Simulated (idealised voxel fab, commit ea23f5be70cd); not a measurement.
process module | voxel wiring stack
cross-section cut | 235 nm wide | cells 5 nm
A cross-section is a grid of square cells, given in bands from the top down. A band is one or more rows of cells.
Each band's line starts with the height of the band's top and of its bottom, in nm. Then come its materials from left to right, each with its width in nm. One material with "throughout" fills the band from edge to edge. "air" is empty space.
Height 0 is the level under which the wafer as received is all one material. The lowest band goes on downwards, as in "0 down".
A width such as "30 to 40" changes by the same amount from each row of cells to the next, from the band's top row to its bottom row.
"no change" after a step means that no cell of the cross-section changed.
closed voids: empty space of 8 cells or more with no open way to the top, each as width x height at its distance from the left edge, in nm
after a step's settings: what the simulator itself notes on the step
overlay nm, on a step with a mask: how far to the right of its planned place the mask lay; to the left if negative
plan
1 op RECEIVE | material Si
2 op CONFORMAL_DEP | material SiO2 | thk nm 15
3 op DIRECTIONAL_DEP | material TiN | thk nm 5
4 op DIRECTIONAL_DEP | material W | thk nm 20
5 op DIRECTIONAL_DEP | material aC | thk nm 15
6 op PATTERN | tone cover | mask id METAL_1 | material resist | width nm 30 | pitch nm 60 | thk nm 30 | overlay nm 0
7 op DIRECTIONAL_ETCH | etch materials aC | depth nm 15
8 op STRIP | etch materials resist
9 op DIRECTIONAL_ETCH | etch materials W | depth nm 20
10 op DIRECTIONAL_ETCH | etch materials TiN | depth nm 5
11 op STRIP | etch materials aC
12 op CONFORMAL_DEP | material SiCN | thk nm 5
13 op FILL_DEP | material lowk | thk nm 10
14 op CMP | height nm 40
15 op CONFORMAL_DEP | material SiCN | thk nm 5
16 op DIRECTIONAL_DEP | material SiO2 | thk nm 20
17 op MASKED_ETCH | tone open | mask id PLUG_1 | width nm 15 | pitch nm 120 | etch materials SiO2 | depth nm 20 | overlay nm 0
18 op MASKED_ETCH | tone open | mask id PLUG_1 | width nm 15 | pitch nm 120 | etch materials SiCN | depth nm 5 | overlay nm 0
19 op CONFORMAL_DEP | material TiN | thk nm 5
20 op FILL_DEP | material W | thk nm 5
21 op CMP | height nm 65
22 op CONFORMAL_DEP | material SiCN | thk nm 5
23 op DIRECTIONAL_DEP | material SiO2 | thk nm 15
24 op PATTERN | tone open | mask id METAL_2 | material resist | width nm 30 | pitch nm 60 | thk nm 20 | overlay nm 0
25 op DIRECTIONAL_ETCH | etch materials SiO2 | depth nm 15
26 op DIRECTIONAL_ETCH | etch materials SiCN | depth nm 5
27 op STRIP | etch materials resist
28 op CONFORMAL_DEP | material TiN | thk nm 5
29 op FILL_DEP | material W | thk nm 5
30 op CMP | height nm 85
31 op CONFORMAL_DEP | material SiCN | thk nm 5
32 op DIRECTIONAL_DEP | material SiO2 | thk nm 10
33 op MASKED_ETCH | tone open | mask id PLUG_2 | width nm 15 | pitch nm 60 | etch materials SiO2 | depth nm 10 | overlay nm 0
34 op MASKED_ETCH | tone open | mask id PLUG_2 | width nm 15 | pitch nm 60 | etch materials SiCN | depth nm 5 | overlay nm 0
35 op CONFORMAL_DEP | material TiN | thk nm 5
36 op FILL_DEP | material W | thk nm 5
37 op CMP | height nm 100
38 op DIRECTIONAL_DEP | material TiN | thk nm 5
39 op DIRECTIONAL_DEP | material Ru | thk nm 25
40 op MASKED_ETCH | tone cover | mask id METAL_3 | width nm 30 | pitch nm 60 | etch materials Ru | depth nm 25 | overlay nm 0
41 op MASKED_ETCH | tone cover | mask id METAL_3 | width nm 30 | pitch nm 60 | etch materials TiN | depth nm 5 | overlay nm 0
42 op CONFORMAL_DEP | material SiN | thk nm 5
43 op FILL_DEP | material lowk | thk nm 5
44 op CMP | height nm 130
45 op CONFORMAL_DEP | material SiCN | thk nm 5
first wafer, as planned
as received, after step 1
  0 down: Si throughout
  closed voids: none
after step 2
  15 to 0: SiO2 throughout
  below 0: unchanged
after step 3
  20 to 15: TiN throughout
  below 15: unchanged
after step 4
  40 to 20: W throughout
  below 20: unchanged
after step 5
  55 to 40: aC throughout
  below 40: unchanged
after step 6
  85 to 55: air 40 | resist 30 | air 30 | resist 30 | air 30 | resist 30 | air 45
  below 55: unchanged
after step 7
  70 to 55: air 40 | resist 30 | air 30 | resist 30 | air 30 | resist 30 | air 45
  55 to 40: air 40 | aC 30 | air 30 | aC 30 | air 30 | aC 30 | air 45
  below 40: unchanged
after step 8
  55 to 40: air 40 | aC 30 | air 30 | aC 30 | air 30 | aC 30 | air 45
  below 40: unchanged
after step 9
  55 to 40: air 40 | aC 30 | air 30 | aC 30 | air 30 | aC 30 | air 45
  40 to 20: air 40 | W 30 | air 30 | W 30 | air 30 | W 30 | air 45
  below 20: unchanged
after step 10
  55 to 40: air 40 | aC 30 | air 30 | aC 30 | air 30 | aC 30 | air 45
  40 to 20: air 40 | W 30 | air 30 | W 30 | air 30 | W 30 | air 45
  20 to 15: air 40 | TiN 30 | air 30 | TiN 30 | air 30 | TiN 30 | air 45
  below 15: unchanged
after step 11
  40 to 20: air 40 | W 30 | air 30 | W 30 | air 30 | W 30 | air 45
  below 20: unchanged
after step 12
  45 to 40: air 35 | SiCN 40 | air 20 | SiCN 40 | air 20 | SiCN 40 | air 40
  40 to 20: air 35 | SiCN 5 | W 30 | SiCN 5 | air 20 | SiCN 5 | W 30 | SiCN 5 | air 20 | SiCN 5 | W 30 | SiCN 5 | air 40
  20 to 15: SiCN 40 | TiN 30 | SiCN 30 | TiN 30 | SiCN 30 | TiN 30 | SiCN 45
  below 15: unchanged
after step 13
  55 to 45: lowk throughout
  45 to 40: lowk 35 | SiCN 40 | lowk 20 | SiCN 40 | lowk 20 | SiCN 40 | lowk 40
  40 to 20: lowk 35 | SiCN 5 | W 30 | SiCN 5 | lowk 20 | SiCN 5 | W 30 | SiCN 5 | lowk 20 | SiCN 5 | W 30 | SiCN 5 | lowk 40
  below 20: unchanged
after step 14
  40 to 20: lowk 35 | SiCN 5 | W 30 | SiCN 5 | lowk 20 | SiCN 5 | W 30 | SiCN 5 | lowk 20 | SiCN 5 | W 30 | SiCN 5 | lowk 40
  below 20: unchanged
after step 15
  45 to 40: SiCN throughout
  below 40: unchanged
after step 16
  65 to 45: SiO2 throughout
  below 45: unchanged
after step 17
  65 to 45: SiO2 40 | air 15 | SiO2 105 | air 15 | SiO2 60
  below 45: unchanged
after step 18
  65 to 45: SiO2 40 | air 15 | SiO2 105 | air 15 | SiO2 60
  45 to 40: SiCN 40 | air 15 | SiCN 105 | air 15 | SiCN 60
  below 40: unchanged
after step 19
  70 to 65: TiN 45 | air 5 | TiN 115 | air 5 | TiN 65
  65 to 45: SiO2 40 | TiN 5 | air 5 | TiN 5 | SiO2 105 | TiN 5 | air 5 | TiN 5 | SiO2 60
  45 to 40: SiCN 40 | TiN 15 | SiCN 105 | TiN 15 | SiCN 60
  below 40: unchanged
after step 20
  75 to 70: W throughout
  70 to 65: TiN 45 | W 5 | TiN 115 | W 5 | TiN 65
  65 to 45: SiO2 40 | TiN 5 | W 5 | TiN 5 | SiO2 105 | TiN 5 | W 5 | TiN 5 | SiO2 60
  below 45: unchanged
after step 21
  65 to 45: SiO2 40 | TiN 5 | W 5 | TiN 5 | SiO2 105 | TiN 5 | W 5 | TiN 5 | SiO2 60
  below 45: unchanged
after step 22
  70 to 65: SiCN throughout
  below 65: unchanged
after step 23
  85 to 70: SiO2 throughout
  below 70: unchanged
after step 24
  105 to 85: resist 40 | air 30 | resist 30 | air 30 | resist 30 | air 30 | resist 45
  below 85: unchanged
after step 25
  105 to 85: resist 40 | air 30 | resist 30 | air 30 | resist 30 | air 30 | resist 45
  85 to 70: SiO2 40 | air 30 | SiO2 30 | air 30 | SiO2 30 | air 30 | SiO2 45
  below 70: unchanged
after step 26
  105 to 85: resist 40 | air 30 | resist 30 | air 30 | resist 30 | air 30 | resist 45
  85 to 70: SiO2 40 | air 30 | SiO2 30 | air 30 | SiO2 30 | air 30 | SiO2 45
  70 to 65: SiCN 40 | air 30 | SiCN 30 | air 30 | SiCN 30 | air 30 | SiCN 45
  below 65: unchanged
after step 27
  85 to 70: SiO2 40 | air 30 | SiO2 30 | air 30 | SiO2 30 | air 30 | SiO2 45
  below 70: unchanged
after step 28
  90 to 85: TiN 45 | air 20 | TiN 40 | air 20 | TiN 40 | air 20 | TiN 50
  85 to 70: SiO2 40 | TiN 5 | air 20 | TiN 5 | SiO2 30 | TiN 5 | air 20 | TiN 5 | SiO2 30 | TiN 5 | air 20 | TiN 5 | SiO2 45
  70 to 65: SiCN 40 | TiN 30 | SiCN 30 | TiN 30 | SiCN 30 | TiN 30 | SiCN 45
  below 65: unchanged
after step 29
  95 to 90: W throughout
  90 to 85: TiN 45 | W 20 | TiN 40 | W 20 | TiN 40 | W 20 | TiN 50
  85 to 70: SiO2 40 | TiN 5 | W 20 | TiN 5 | SiO2 30 | TiN 5 | W 20 | TiN 5 | SiO2 30 | TiN 5 | W 20 | TiN 5 | SiO2 45
  below 70: unchanged
after step 30
  85 to 70: SiO2 40 | TiN 5 | W 20 | TiN 5 | SiO2 30 | TiN 5 | W 20 | TiN 5 | SiO2 30 | TiN 5 | W 20 | TiN 5 | SiO2 45
  below 70: unchanged
after step 31
  90 to 85: SiCN throughout
  below 85: unchanged
after step 32
  100 to 90: SiO2 throughout
  below 90: unchanged
after step 33
  100 to 90: SiO2 40 | air 15 | SiO2 45 | air 15 | SiO2 45 | air 15 | SiO2 60
  below 90: unchanged
after step 34
  100 to 90: SiO2 40 | air 15 | SiO2 45 | air 15 | SiO2 45 | air 15 | SiO2 60
  90 to 85: SiCN 40 | air 15 | SiCN 45 | air 15 | SiCN 45 | air 15 | SiCN 60
  below 85: unchanged
after step 35
  105 to 100: TiN 45 | air 5 | TiN 55 | air 5 | TiN 55 | air 5 | TiN 65
  100 to 90: SiO2 40 | TiN 5 | air 5 | TiN 5 | SiO2 45 | TiN 5 | air 5 | TiN 5 | SiO2 45 | TiN 5 | air 5 | TiN 5 | SiO2 60
  90 to 85: SiCN 40 | TiN 15 | SiCN 45 | TiN 15 | SiCN 45 | TiN 15 | SiCN 60
  below 85: unchanged
after step 36
  110 to 105: W throughout
  105 to 100: TiN 45 | W 5 | TiN 55 | W 5 | TiN 55 | W 5 | TiN 65
  100 to 90: SiO2 40 | TiN 5 | W 5 | TiN 5 | SiO2 45 | TiN 5 | W 5 | TiN 5 | SiO2 45 | TiN 5 | W 5 | TiN 5 | SiO2 60
  below 90: unchanged
after step 37
  100 to 90: SiO2 40 | TiN 5 | W 5 | TiN 5 | SiO2 45 | TiN 5 | W 5 | TiN 5 | SiO2 45 | TiN 5 | W 5 | TiN 5 | SiO2 60
  below 90: unchanged
after step 38
  105 to 100: TiN throughout
  below 100: unchanged
after step 39
  130 to 105: Ru throughout
  below 105: unchanged
after step 40
  130 to 105: air 40 | Ru 30 | air 30 | Ru 30 | air 30 | Ru 30 | air 45
  below 105: unchanged
after step 41
  130 to 105: air 40 | Ru 30 | air 30 | Ru 30 | air 30 | Ru 30 | air 45
  105 to 100: air 40 | TiN 30 | air 30 | TiN 30 | air 30 | TiN 30 | air 45
  below 100: unchanged
after step 42
  135 to 130: air 35 | SiN 40 | air 20 | SiN 40 | air 20 | SiN 40 | air 40
  130 to 105: air 35 | SiN 5 | Ru 30 | SiN 5 | air 20 | SiN 5 | Ru 30 | SiN 5 | air 20 | SiN 5 | Ru 30 | SiN 5 | air 40
  105 to 100: SiN 40 | TiN 30 | SiN 30 | TiN 30 | SiN 30 | TiN 30 | SiN 45
  below 100: unchanged
after step 43
  140 to 135: lowk throughout
  135 to 130: lowk 35 | SiN 40 | lowk 20 | SiN 40 | lowk 20 | SiN 40 | lowk 40
  130 to 105: lowk 35 | SiN 5 | Ru 30 | SiN 5 | lowk 20 | SiN 5 | Ru 30 | SiN 5 | lowk 20 | SiN 5 | Ru 30 | SiN 5 | lowk 40
  below 105: unchanged
after step 44
  130 to 105: lowk 35 | SiN 5 | Ru 30 | SiN 5 | lowk 20 | SiN 5 | Ru 30 | SiN 5 | lowk 20 | SiN 5 | Ru 30 | SiN 5 | lowk 40
  below 105: unchanged
after step 45
  135 to 130: SiCN throughout
  below 130: unchanged
second wafer: like start, like plan, one mistake. Through step 1 it matches the first wafer
when step 2 should have ended
  30 to 0: SiO2 throughout
  below 0: unchanged
when step 3 should have ended
  35 to 30: TiN throughout
  below 30: unchanged
when step 4 should have ended
  55 to 35: W throughout
  below 35: unchanged
when step 5 should have ended
  70 to 55: aC throughout
  below 55: unchanged
when step 6 should have ended
  100 to 70: air 40 | resist 30 | air 30 | resist 30 | air 30 | resist 30 | air 45
  below 70: unchanged
when step 7 should have ended
  85 to 70: air 40 | resist 30 | air 30 | resist 30 | air 30 | resist 30 | air 45
  70 to 55: air 40 | aC 30 | air 30 | aC 30 | air 30 | aC 30 | air 45
  below 55: unchanged
when step 8 should have ended
  70 to 55: air 40 | aC 30 | air 30 | aC 30 | air 30 | aC 30 | air 45
  below 55: unchanged
when step 9 should have ended
  70 to 55: air 40 | aC 30 | air 30 | aC 30 | air 30 | aC 30 | air 45
  55 to 35: air 40 | W 30 | air 30 | W 30 | air 30 | W 30 | air 45
  below 35: unchanged
when step 10 should have ended
  70 to 55: air 40 | aC 30 | air 30 | aC 30 | air 30 | aC 30 | air 45
  55 to 35: air 40 | W 30 | air 30 | W 30 | air 30 | W 30 | air 45
  35 to 30: air 40 | TiN 30 | air 30 | TiN 30 | air 30 | TiN 30 | air 45
  below 30: unchanged
when step 11 should have ended
  55 to 35: air 40 | W 30 | air 30 | W 30 | air 30 | W 30 | air 45
  below 35: unchanged
when step 12 should have ended
  60 to 55: air 35 | SiCN 40 | air 20 | SiCN 40 | air 20 | SiCN 40 | air 40
  55 to 35: air 35 | SiCN 5 | W 30 | SiCN 5 | air 20 | SiCN 5 | W 30 | SiCN 5 | air 20 | SiCN 5 | W 30 | SiCN 5 | air 40
  35 to 30: SiCN 40 | TiN 30 | SiCN 30 | TiN 30 | SiCN 30 | TiN 30 | SiCN 45
  below 30: unchanged
when step 13 should have ended
  70 to 60: lowk throughout
  60 to 55: lowk 35 | SiCN 40 | lowk 20 | SiCN 40 | lowk 20 | SiCN 40 | lowk 40
  55 to 35: lowk 35 | SiCN 5 | W 30 | SiCN 5 | lowk 20 | SiCN 5 | W 30 | SiCN 5 | lowk 20 | SiCN 5 | W 30 | SiCN 5 | lowk 40
  below 35: unchanged
when step 14 should have ended
  40 to 35: lowk 35 | SiCN 5 | W 30 | SiCN 5 | lowk 20 | SiCN 5 | W 30 | SiCN 5 | lowk 20 | SiCN 5 | W 30 | SiCN 5 | lowk 40
  below 35: unchanged
when step 15 should have ended
  45 to 40: SiCN throughout
  below 40: unchanged
when step 16 should have ended
  65 to 45: SiO2 throughout
  below 45: unchanged
when step 17 should have ended
  65 to 45: SiO2 40 | air 15 | SiO2 105 | air 15 | SiO2 60
  below 45: unchanged
when step 18 should have ended
  65 to 45: SiO2 40 | air 15 | SiO2 105 | air 15 | SiO2 60
  45 to 40: SiCN 40 | air 15 | SiCN 105 | air 15 | SiCN 60
  below 40: unchanged
when step 19 should have ended
  70 to 65: TiN 45 | air 5 | TiN 115 | air 5 | TiN 65
  65 to 45: SiO2 40 | TiN 5 | air 5 | TiN 5 | SiO2 105 | TiN 5 | air 5 | TiN 5 | SiO2 60
  45 to 40: SiCN 40 | TiN 15 | SiCN 105 | TiN 15 | SiCN 60
  below 40: unchanged
when step 20 should have ended
  75 to 70: W throughout
  70 to 65: TiN 45 | W 5 | TiN 115 | W 5 | TiN 65
  65 to 45: SiO2 40 | TiN 5 | W 5 | TiN 5 | SiO2 105 | TiN 5 | W 5 | TiN 5 | SiO2 60
  below 45: unchanged
when step 21 should have ended
  65 to 45: SiO2 40 | TiN 5 | W 5 | TiN 5 | SiO2 105 | TiN 5 | W 5 | TiN 5 | SiO2 60
  below 45: unchanged
when step 22 should have ended
  70 to 65: SiCN throughout
  below 65: unchanged
when step 23 should have ended
  85 to 70: SiO2 throughout
  below 70: unchanged
when step 24 should have ended
  105 to 85: resist 40 | air 30 | resist 30 | air 30 | resist 30 | air 30 | resist 45
  below 85: unchanged
when step 25 should have ended
  105 to 85: resist 40 | air 30 | resist 30 | air 30 | resist 30 | air 30 | resist 45
  85 to 70: SiO2 40 | air 30 | SiO2 30 | air 30 | SiO2 30 | air 30 | SiO2 45
  below 70: unchanged
when step 26 should have ended
  105 to 85: resist 40 | air 30 | resist 30 | air 30 | resist 30 | air 30 | resist 45
  85 to 70: SiO2 40 | air 30 | SiO2 30 | air 30 | SiO2 30 | air 30 | SiO2 45
  70 to 65: SiCN 40 | air 30 | SiCN 30 | air 30 | SiCN 30 | air 30 | SiCN 45
  below 65: unchanged
when step 27 should have ended
  85 to 70: SiO2 40 | air 30 | SiO2 30 | air 30 | SiO2 30 | air 30 | SiO2 45
  below 70: unchanged
when step 28 should have ended
  90 to 85: TiN 45 | air 20 | TiN 40 | air 20 | TiN 40 | air 20 | TiN 50
  85 to 70: SiO2 40 | TiN 5 | air 20 | TiN 5 | SiO2 30 | TiN 5 | air 20 | TiN 5 | SiO2 30 | TiN 5 | air 20 | TiN 5 | SiO2 45
  70 to 65: SiCN 40 | TiN 30 | SiCN 30 | TiN 30 | SiCN 30 | TiN 30 | SiCN 45
  below 65: unchanged
when step 29 should have ended
  95 to 90: W throughout
  90 to 85: TiN 45 | W 20 | TiN 40 | W 20 | TiN 40 | W 20 | TiN 50
  85 to 70: SiO2 40 | TiN 5 | W 20 | TiN 5 | SiO2 30 | TiN 5 | W 20 | TiN 5 | SiO2 30 | TiN 5 | W 20 | TiN 5 | SiO2 45
  below 70: unchanged
when step 30 should have ended
  85 to 70: SiO2 40 | TiN 5 | W 20 | TiN 5 | SiO2 30 | TiN 5 | W 20 | TiN 5 | SiO2 30 | TiN 5 | W 20 | TiN 5 | SiO2 45
  below 70: unchanged
when step 31 should have ended
  90 to 85: SiCN throughout
  below 85: unchanged
when step 32 should have ended
  100 to 90: SiO2 throughout
  below 90: unchanged
when step 33 should have ended
  100 to 90: SiO2 40 | air 15 | SiO2 45 | air 15 | SiO2 45 | air 15 | SiO2 60
  below 90: unchanged
when step 34 should have ended
  100 to 90: SiO2 40 | air 15 | SiO2 45 | air 15 | SiO2 45 | air 15 | SiO2 60
  90 to 85: SiCN 40 | air 15 | SiCN 45 | air 15 | SiCN 45 | air 15 | SiCN 60
  below 85: unchanged
when step 35 should have ended
  105 to 100: TiN 45 | air 5 | TiN 55 | air 5 | TiN 55 | air 5 | TiN 65
  100 to 90: SiO2 40 | TiN 5 | air 5 | TiN 5 | SiO2 45 | TiN 5 | air 5 | TiN 5 | SiO2 45 | TiN 5 | air 5 | TiN 5 | SiO2 60
  90 to 85: SiCN 40 | TiN 15 | SiCN 45 | TiN 15 | SiCN 45 | TiN 15 | SiCN 60
  below 85: unchanged
when step 36 should have ended
  110 to 105: W throughout
  105 to 100: TiN 45 | W 5 | TiN 55 | W 5 | TiN 55 | W 5 | TiN 65
  100 to 90: SiO2 40 | TiN 5 | W 5 | TiN 5 | SiO2 45 | TiN 5 | W 5 | TiN 5 | SiO2 45 | TiN 5 | W 5 | TiN 5 | SiO2 60
  below 90: unchanged
when step 37 should have ended
  100 to 90: SiO2 40 | TiN 5 | W 5 | TiN 5 | SiO2 45 | TiN 5 | W 5 | TiN 5 | SiO2 45 | TiN 5 | W 5 | TiN 5 | SiO2 60
  below 90: unchanged
when step 38 should have ended
  105 to 100: TiN throughout
  below 100: unchanged
when step 39 should have ended
  130 to 105: Ru throughout
  below 105: unchanged
when step 40 should have ended
  130 to 105: air 40 | Ru 30 | air 30 | Ru 30 | air 30 | Ru 30 | air 45
  below 105: unchanged
when step 41 should have ended
  130 to 105: air 40 | Ru 30 | air 30 | Ru 30 | air 30 | Ru 30 | air 45
  105 to 100: air 40 | TiN 30 | air 30 | TiN 30 | air 30 | TiN 30 | air 45
  below 100: unchanged
when step 42 should have ended
  135 to 130: air 35 | SiN 40 | air 20 | SiN 40 | air 20 | SiN 40 | air 40
  130 to 105: air 35 | SiN 5 | Ru 30 | SiN 5 | air 20 | SiN 5 | Ru 30 | SiN 5 | air 20 | SiN 5 | Ru 30 | SiN 5 | air 40
  105 to 100: SiN 40 | TiN 30 | SiN 30 | TiN 30 | SiN 30 | TiN 30 | SiN 45
  below 100: unchanged
when step 43 should have ended
  140 to 135: lowk throughout
  135 to 130: lowk 35 | SiN 40 | lowk 20 | SiN 40 | lowk 20 | SiN 40 | lowk 40
  130 to 105: lowk 35 | SiN 5 | Ru 30 | SiN 5 | lowk 20 | SiN 5 | Ru 30 | SiN 5 | lowk 20 | SiN 5 | Ru 30 | SiN 5 | lowk 40
  below 105: unchanged
when step 44 should have ended
  130 to 105: lowk 35 | SiN 5 | Ru 30 | SiN 5 | lowk 20 | SiN 5 | Ru 30 | SiN 5 | lowk 20 | SiN 5 | Ru 30 | SiN 5 | lowk 40
  below 105: unchanged
when step 45 should have ended
  135 to 130: SiCN throughout
  below 130: unchanged
what went wrong: step 2 was run twice
at the end the second wafer has, in cells: 18 fewer of SiCN | 141 more of SiO2 | 54 fewer of W | 69 fewer of lowk
